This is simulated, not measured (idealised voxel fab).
process module | voxel gate over fins
cross-section cut | 240 nm wide | cells 5 nm
A cross-section is a grid of square cells, given in bands from the top down. A band is one or more rows of cells.
Each band's line starts with the height of the band's top and of its bottom, in nm. Then come its materials from left to right, each with its width in nm. One material with "throughout" fills the band from edge to edge. "air" is empty space.
Height 0 is the level under which the wafer as received is all one material. The lowest band goes on downwards, as in "0 down".
A width such as "30 to 40" changes by the same amount from each row of cells to the next, from the band's top row to its bottom row.
"no change" after a step means that no cell of the cross-section changed.
closed voids: empty space of 8 cells or more with no open way to the top, each as width x height at its distance from the left edge, in nm
after a step's settings: what the simulator itself notes on the step
overlay nm, on a step with a mask: how far to the right of its planned place the mask lay; to the left if negative
Each pair below shows a cross-section before one step and the cross-section after it, down to the lowest band that changed. The line under each pair gives the step between them, with its settings. The pairs can come from different runs of this module on the same starting wafer, so a pair continues from the pair above only where its "before" says so.
before
  20 to 15: air 65 | TiN 105 | air 70
  15 to 10: air 65 | TiN 5 | TiAl 45 | TiN 5 | TiAl 45 | TiN 5 | air 70
  10 to 5: TiN 70 | TiAl 5 | TiN 35 | TiAl 5 | TiN 5 | TiAl 5 | TiN 35 | TiAl 5 | TiN 75
  5 to 0: TiAl 75 | TiN 5 | HfO2 25 | TiN 5 | TiAl 15 | TiN 5 | HfO2 25 | TiN 5 | TiAl 80
  0 to -5: TiN 80 | HfO2 5 | Si 15 | HfO2 5 | TiN 25 | HfO2 5 | Si 15 | HfO2 5 | TiN 85
  -5 to -10: HfO2 85 | Si 15 | HfO2 35 | Si 15 | HfO2 90
  -10 to -15: SiO2 85 | Si 15 | SiO2 35 | Si 15 | SiO2 90
  -15 to -25: SiO2 85 | Si 15 | SiO2 10 | TiN 5 | W 5 | TiN 5 | SiO2 10 | Si 15 | SiO2 90
  -25 to -30: SiO2 85 | Si 15 | SiO2 10 | TiN 15 | SiO2 10 | Si 15 | SiO2 90
  -30 to -40: SiO2 85 | Si 15 | SiO2 35 | Si 15 | SiO2 90
  -40 down: Si throughout
  closed voids: none
after
  35 to 20: W throughout
  20 to 15: W 65 | TiN 105 | W 70
  15 to 10: W 65 | TiN 5 | TiAl 45 | TiN 5 | TiAl 45 | TiN 5 | W 70
  below 10: unchanged
  closed voids: none
the step between: op FILL_DEP | material W | thk nm 15
before: the cross-section after the pair above
after
  30 to 20: W throughout
  below 20: unchanged
  closed voids: none
the step between: op CMP | height nm 30
before: the cross-section after the pair above
after
  35 to 30: SiCN throughout
  below 30: unchanged
  closed voids: none
the step between: op CONFORMAL_DEP | material SiCN | thk nm 5
before
  5 to 0: SiO2 85 | SiN 15 | SiO2 35 | SiN 15 | SiO2 90
  0 to -40: SiO2 90 | Si 5 | SiO2 45 | Si 5 | SiO2 95
  -40 down: Si throughout
  closed voids: none
after
  5 to 0: SiO2 85 | SiN 15 | SiO2 15 | air 15 | SiO2 5 | SiN 15 | SiO2 90
  0 to -30: SiO2 90 | Si 5 | SiO2 20 | air 15 | SiO2 10 | Si 5 | SiO2 95
  below -30: unchanged
  closed voids: none
the step between: op MASKED_ETCH | tone open | mask id RAIL | width nm 15 | etch materials SiO2 | depth nm 35 | overlay nm 5
before: the cross-section after the pair above
after
  10 to 5: TiN 120 | air 5 | TiN 115
  5 to 0: SiO2 85 | SiN 15 | SiO2 15 | TiN 5 | air 5 | TiN 5 | SiO2 5 | SiN 15 | SiO2 90
  0 to -25: SiO2 90 | Si 5 | SiO2 20 | TiN 5 | air 5 | TiN 5 | SiO2 10 | Si 5 | SiO2 95
  -25 to -30: SiO2 90 | Si 5 | SiO2 20 | TiN 15 | SiO2 10 | Si 5 | SiO2 95
  below -30: unchanged
  closed voids: none
the step between: op CONFORMAL_DEP | material TiN | thk nm 5
before: the cross-section after the pair above
after
  15 to 10: W throughout
  10 to 5: TiN 120 | W 5 | TiN 115
  5 to 0: SiO2 85 | SiN 15 | SiO2 15 | TiN 5 | W 5 | TiN 5 | SiO2 5 | SiN 15 | SiO2 90
  0 to -25: SiO2 90 | Si 5 | SiO2 20 | TiN 5 | W 5 | TiN 5 | SiO2 10 | Si 5 | SiO2 95
  below -25: unchanged
  closed voids: none
the step between: op FILL_DEP | material W | thk nm 5
before: the cross-section after the pair above
after
  5 to 0: SiO2 85 | SiN 15 | SiO2 15 | TiN 5 | W 5 | TiN 5 | SiO2 5 | SiN 15 | SiO2 90
  below 0: unchanged
  closed voids: none
the step between: op CMP | height nm 5
before: the cross-section after the pair above
after
  5 to 0: SiO2 85 | SiN 15 | SiO2 15 | air 15 | SiO2 5 | SiN 15 | SiO2 90
  0 to -15: SiO2 90 | Si 5 | SiO2 20 | air 15 | SiO2 10 | Si 5 | SiO2 95
  below -15: unchanged
  closed voids: none
the step between: op SELECTIVE_ETCH | etch materials W Ru TiN | depth nm 20
before: the cross-section after the pair above
after
  10 to 5: SiO2 throughout
  5 to 0: SiO2 85 | SiN 15 | SiO2 35 | SiN 15 | SiO2 90
  0 to -15: SiO2 90 | Si 5 | SiO2 45 | Si 5 | SiO2 95
  below -15: unchanged
  closed voids: none
the step between: op FILL_DEP | material SiO2 | thk nm 5
before: the cross-section after the pair above
after
  5 to 0: SiO2 85 | SiN 15 | SiO2 35 | SiN 15 | SiO2 90
  below 0: unchanged
  closed voids: none
the step between: op CMP | height nm 5
before: the cross-section after the pair above
after
  5 to 0: air 85 | SiN 15 | air 35 | SiN 15 | air 90
  0 to -10: air 90 | Si 5 | air 45 | Si 5 | air 95
  below -10: unchanged
  closed voids: none
the step between: op SELECTIVE_ETCH | etch materials SiO2 | depth nm 15
before: the cross-section after the pair above
after
  0 to -10: air 90 | Si 5 | air 45 | Si 5 | air 95
  below -10: unchanged
  closed voids: none
the step between: op STRIP | etch materials SiN
before: the cross-section after the pair above
after
  5 to 0: air 85 | HfO2 15 | air 35 | HfO2 15 | air 90
  0 to -5: air 85 | HfO2 5 | Si 5 | HfO2 5 | air 35 | HfO2 5 | Si 5 | HfO2 5 | air 90
  -5 to -10: HfO2 90 | Si 5 | HfO2 45 | Si 5 | HfO2 95
  below -10: unchanged
  closed voids: none
the step between: op CONFORMAL_DEP | material HfO2 | thk nm 5
before: the cross-section after the pair above
after
  10 to 5: air 80 | TiN 25 | air 25 | TiN 25 | air 85
  5 to 0: air 80 | TiN 5 | HfO2 15 | TiN 5 | air 25 | TiN 5 | HfO2 15 | TiN 5 | air 85
  0 to -5: TiN 85 | HfO2 5 | Si 5 | HfO2 5 | TiN 35 | HfO2 5 | Si 5 | HfO2 5 | TiN 90
  below -5: unchanged
  closed voids: none
the step between: op CONFORMAL_DEP | material TiN | thk nm 5
before: the cross-section after the pair above
after
  15 to 10: air 75 | TiAl 35 | air 15 | TiAl 35 | air 80
  10 to 5: air 75 | TiAl 5 | TiN 25 | TiAl 5 | air 15 | TiAl 5 | TiN 25 | TiAl 5 | air 80
  5 to 0: TiAl 80 | TiN 5 | HfO2 15 | TiN 5 | TiAl 25 | TiN 5 | HfO2 15 | TiN 5 | TiAl 85
  below 0: unchanged
  closed voids: none
the step between: op CONFORMAL_DEP | material TiAl | thk nm 5
before: the cross-section after the pair above
after
  20 to 15: air 70 | TiN 45 | air 5 | TiN 45 | air 75
  15 to 10: air 70 | TiN 5 | TiAl 35 | TiN 5 | air 5 | TiN 5 | TiAl 35 | TiN 5 | air 75
  10 to 5: TiN 75 | TiAl 5 | TiN 25 | TiAl 5 | TiN 15 | TiAl 5 | TiN 25 | TiAl 5 | TiN 80
  below 5: unchanged
  closed voids: none
the step between: op CONFORMAL_DEP | material TiN | thk nm 5
before: the cross-section after the pair above
after
  35 to 20: W throughout
  20 to 15: W 70 | TiN 45 | W 5 | TiN 45 | W 75
  15 to 10: W 70 | TiN 5 | TiAl 35 | TiN 5 | W 5 | TiN 5 | TiAl 35 | TiN 5 | W 75
  below 10: unchanged
  closed voids: none
the step between: op FILL_DEP | material W | thk nm 15
before: the cross-section after the pair above
after
  30 to 20: W throughout
  below 20: unchanged
  closed voids: none
the step between: op CMP | height nm 30
before: the cross-section after the pair above
after
  35 to 30: SiCN throughout
  below 30: unchanged
  closed voids: none
the step between: op CONFORMAL_DEP | material SiCN | thk nm 5
before
  20 to 15: air 70 | TiN 45 | air 5 | TiN 45 | air 75
  15 to 10: air 70 | TiN 5 | TiAl 35 | TiN 5 | air 5 | TiN 5 | TiAl 35 | TiN 5 | air 75
  10 to 5: TiN 75 | TiAl 5 | TiN 25 | TiAl 5 | TiN 15 | TiAl 5 | TiN 25 | TiAl 5 | TiN 80
  5 to 0: TiAl 80 | TiN 5 | HfO2 15 | TiN 5 | TiAl 25 | TiN 5 | HfO2 15 | TiN 5 | TiAl 85
  0 to -5: TiN 85 | HfO2 5 | Si 5 | HfO2 5 | TiN 35 | HfO2 5 | Si 5 | HfO2 5 | TiN 90
  -5 to -10: HfO2 90 | Si 5 | HfO2 45 | Si 5 | HfO2 95
  -10 to -15: SiO2 90 | Si 5 | SiO2 45 | Si 5 | SiO2 95
  -15 to -25: SiO2 90 | Si 5 | SiO2 15 | TiN 5 | W 5 | TiN 5 | SiO2 15 | Si 5 | SiO2 95
  -25 to -30: SiO2 90 | Si 5 | SiO2 15 | TiN 15 | SiO2 15 | Si 5 | SiO2 95
  -30 to -40: SiO2 90 | Si 5 | SiO2 45 | Si 5 | SiO2 95
  -40 down: Si throughout
  closed voids: none
after
  35 to 15: TiN throughout
  15 to 10: TiN 75 | TiAl 35 | TiN 15 | TiAl 35 | TiN 80
  below 10: unchanged
  closed voids: none
the step between: op FILL_DEP | material TiN | thk nm 15
before: the cross-section after the pair above
after
  30 to 15: TiN throughout
  below 15: unchanged
  closed voids: none
the step between: op CMP | height nm 30
before: the cross-section after the pair above
after
  35 to 30: SiCN throughout
  below 30: unchanged
  closed voids: none
the step between: op CONFORMAL_DEP | material SiCN | thk nm 5
before
  5 to 0: SiO2 85 | SiN 15 | SiO2 35 | SiN 15 | SiO2 90
  0 to -40: SiO2 90 | Si 5 | SiO2 45 | Si 5 | SiO2 95
  -40 down: Si throughout
  closed voids: none
after
  5 to 0: air 85 | SiN 15 | air 10 | SiO2 15 | air 10 | SiN 15 | air 90
  0 to -30: air 85 | SiO2 5 | Si 5 | SiO2 5 | air 10 | SiO2 15 | air 10 | SiO2 5 | Si 5 | SiO2 5 | air 90
  below -30: unchanged
  closed voids: none
the step between: op MASKED_ETCH | tone cover | mask id RAIL | width nm 15 | etch materials SiO2 | depth nm 35 | overlay nm 0
before: the cross-section after the pair above
after
  10 to 5: air 80 | TiN 75 | air 85
  5 to 0: air 80 | TiN 5 | SiN 15 | TiN 10 | SiO2 15 | TiN 10 | SiN 15 | TiN 5 | air 85
  0 to -25: air 80 | TiN 5 | SiO2 5 | Si 5 | SiO2 5 | TiN 10 | SiO2 15 | TiN 10 | SiO2 5 | Si 5 | SiO2 5 | TiN 5 | air 85
  -25 to -30: TiN 85 | SiO2 5 | Si 5 | SiO2 5 | TiN 10 | SiO2 15 | TiN 10 | SiO2 5 | Si 5 | SiO2 5 | TiN 90
  below -30: unchanged
  closed voids: none
the step between: op CONFORMAL_DEP | material TiN | thk nm 5
before: the cross-section after the pair above
after
  15 to 10: W throughout
  10 to 5: W 80 | TiN 75 | W 85
  5 to 0: W 80 | TiN 5 | SiN 15 | TiN 10 | SiO2 15 | TiN 10 | SiN 15 | TiN 5 | W 85
  0 to -25: W 80 | TiN 5 | SiO2 5 | Si 5 | SiO2 5 | TiN 10 | SiO2 15 | TiN 10 | SiO2 5 | Si 5 | SiO2 5 | TiN 5 | W 85
  below -25: unchanged
  closed voids: none
the step between: op FILL_DEP | material W | thk nm 5
before: the cross-section after the pair above
after
  5 to 0: W 80 | TiN 5 | SiN 15 | TiN 10 | SiO2 15 | TiN 10 | SiN 15 | TiN 5 | W 85
  below 0: unchanged
  closed voids: none
the step between: op CMP | height nm 5
before: the cross-section after the pair above
after
  5 to 0: air 85 | SiN 15 | air 10 | SiO2 15 | air 10 | SiN 15 | air 90
  0 to -15: air 85 | SiO2 5 | Si 5 | SiO2 5 | air 10 | SiO2 15 | air 10 | SiO2 5 | Si 5 | SiO2 5 | air 90
  below -15: unchanged
  closed voids: none
the step between: op SELECTIVE_ETCH | etch materials W Ru TiN | depth nm 20
before: the cross-section after the pair above
after
  10 to 5: SiO2 throughout
  5 to 0: SiO2 85 | SiN 15 | SiO2 35 | SiN 15 | SiO2 90
  0 to -15: SiO2 90 | Si 5 | SiO2 45 | Si 5 | SiO2 95
  below -15: unchanged
  closed voids: none
the step between: op FILL_DEP | material SiO2 | thk nm 5
before: the cross-section after the pair above
after
  5 to 0: SiO2 85 | SiN 15 | SiO2 35 | SiN 15 | SiO2 90
  below 0: unchanged
  closed voids: none
the step between: op CMP | height nm 5
before: the cross-section after the pair above
after
  5 to 0: air 85 | SiN 15 | air 35 | SiN 15 | air 90
  0 to -10: air 90 | Si 5 | air 45 | Si 5 | air 95
  below -10: unchanged
  closed voids: none
the step between: op SELECTIVE_ETCH | etch materials SiO2 | depth nm 15
before: the cross-section after the pair above
after
  0 to -10: air 90 | Si 5 | air 45 | Si 5 | air 95
  below -10: unchanged
  closed voids: none
the step between: op STRIP | etch materials SiN
before: the cross-section after the pair above
after
  5 to 0: air 85 | HfO2 15 | air 35 | HfO2 15 | air 90
  0 to -5: air 85 | HfO2 5 | Si 5 | HfO2 5 | air 35 | HfO2 5 | Si 5 | HfO2 5 | air 90
  -5 to -10: HfO2 90 | Si 5 | HfO2 45 | Si 5 | HfO2 95
  below -10: unchanged
  closed voids: none
the step between: op CONFORMAL_DEP | material HfO2 | thk nm 5
before: the cross-section after the pair above
after
  10 to 5: air 80 | TiN 25 | air 25 | TiN 25 | air 85
  5 to 0: air 80 | TiN 5 | HfO2 15 | TiN 5 | air 25 | TiN 5 | HfO2 15 | TiN 5 | air 85
  0 to -5: TiN 85 | HfO2 5 | Si 5 | HfO2 5 | TiN 35 | HfO2 5 | Si 5 | HfO2 5 | TiN 90
  below -5: unchanged
  closed voids: none
the step between: op CONFORMAL_DEP | material TiN | thk nm 5
before: the cross-section after the pair above
after
  15 to 10: air 75 | TiAl 35 | air 15 | TiAl 35 | air 80
  10 to 5: air 75 | TiAl 5 | TiN 25 | TiAl 5 | air 15 | TiAl 5 | TiN 25 | TiAl 5 | air 80
  5 to 0: TiAl 80 | TiN 5 | HfO2 15 | TiN 5 | TiAl 25 | TiN 5 | HfO2 15 | TiN 5 | TiAl 85
  below 0: unchanged
  closed voids: none
the step between: op CONFORMAL_DEP | material TiAl | thk nm 5
before: the cross-section after the pair above
after
  20 to 15: air 70 | TiN 45 | air 5 | TiN 45 | air 75
  15 to 10: air 70 | TiN 5 | TiAl 35 | TiN 5 | air 5 | TiN 5 | TiAl 35 | TiN 5 | air 75
  10 to 5: TiN 75 | TiAl 5 | TiN 25 | TiAl 5 | TiN 15 | TiAl 5 | TiN 25 | TiAl 5 | TiN 80
  below 5: unchanged
  closed voids: none
the step between: op CONFORMAL_DEP | material TiN | thk nm 5
before: the cross-section after the pair above
after
  35 to 20: W throughout
  20 to 15: W 70 | TiN 45 | W 5 | TiN 45 | W 75
  15 to 10: W 70 | TiN 5 | TiAl 35 | TiN 5 | W 5 | TiN 5 | TiAl 35 | TiN 5 | W 75
  below 10: unchanged
  closed voids: none
the step between: op FILL_DEP | material W | thk nm 15
before: the cross-section after the pair above
after
  30 to 20: W throughout
  below 20: unchanged
  closed voids: none
the step between: op CMP | height nm 30
before: the cross-section after the pair above
after
  35 to 30: SiCN throughout
  below 30: unchanged
  closed voids: none
the step between: op CONFORMAL_DEP | material SiCN | thk nm 5
